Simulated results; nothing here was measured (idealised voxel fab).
This section sets out a process module, namely voxel released beams.
Cross-section cut: width 290 nm, square cells of 5 nm.
Throughout this document, each cross-section is represented as a grid of square cells and is presented as a sequence of bands enumerated from the top downward, where a band comprises one or more rows of cells.
Band: top and bottom heights (nm) first, top before bottom; then materials from left to right, widths in nm. "everywhere" marks a sole material filling the band edge to edge. "blank" denotes empty space.
Heads up on the height convention: 0 is the point under which the incoming wafer is all one material, and the lowest band has no bottom, it just keeps going down, like "from 0 down".
Width spec "30->40" -> top row of cells at first value, bottom row at second value, equal per-row change in between.
No cell of the cross-section changed in a step that is given as "nothing got changed".
What "Voids, enclosed" gives you is every empty space of 8 cells or more that is cut off from the top. Each appears as width x height at distance, with the distance taken from the left edge and width, height and distance all in nm.
Whatever follows a step's settings on its line is a remark the simulator itself makes about that step.
overlay nm, on a step with a mask: how far to the right of its planned place the mask lay; to the left if negative
Listed below are the process steps as planned
| 1 | RECEIVE: material Si |
| 2 | CONFORMAL_DEP: material SiN, thk nm 10 |
| 3 | DIRECTIONAL_DEP: material SiO2, thk nm 10 |
| 4 | MASKED_ETCH: tone open, mask id ANCHOR, width nm 45, etch materials SiO2, depth nm 10, overlay nm 0 |
| 5 | CONFORMAL_DEP: material polySi, thk nm 15 |
| 6 | MASKED_ETCH: tone cover, mask id BEAM, width nm 90, etch materials polySi, depth nm 15, overlay nm 0 |
| 7 | STRIP: etch materials SiO2 |
Cross-section: wafer on arrival = after step 1
- from 0 down | Si everywhere
- Voids, enclosed: none
Wafer cross-section at end of module: start and plan as shown above, one execution error
- from 35 to 25 | 95 blank  65 polySi  130 blank
- from 25 to 20 | 95 blank  90 polySi  105 blank
- from 20 to 10 | 85 blank  15 polySi  45 SiO2  40 polySi  105 blank
- from 10 to 0 | SiN everywhere
- from 0 down | Si everywhere
- Voids, enclosed: none
Here's what went sideways: step 4 ran differently from the plan; actual operation with settings: MASKED_ETCH: tone cover, mask id ANCHOR, width nm 45, etch materials SiO2, depth nm 10, overlay nm 0
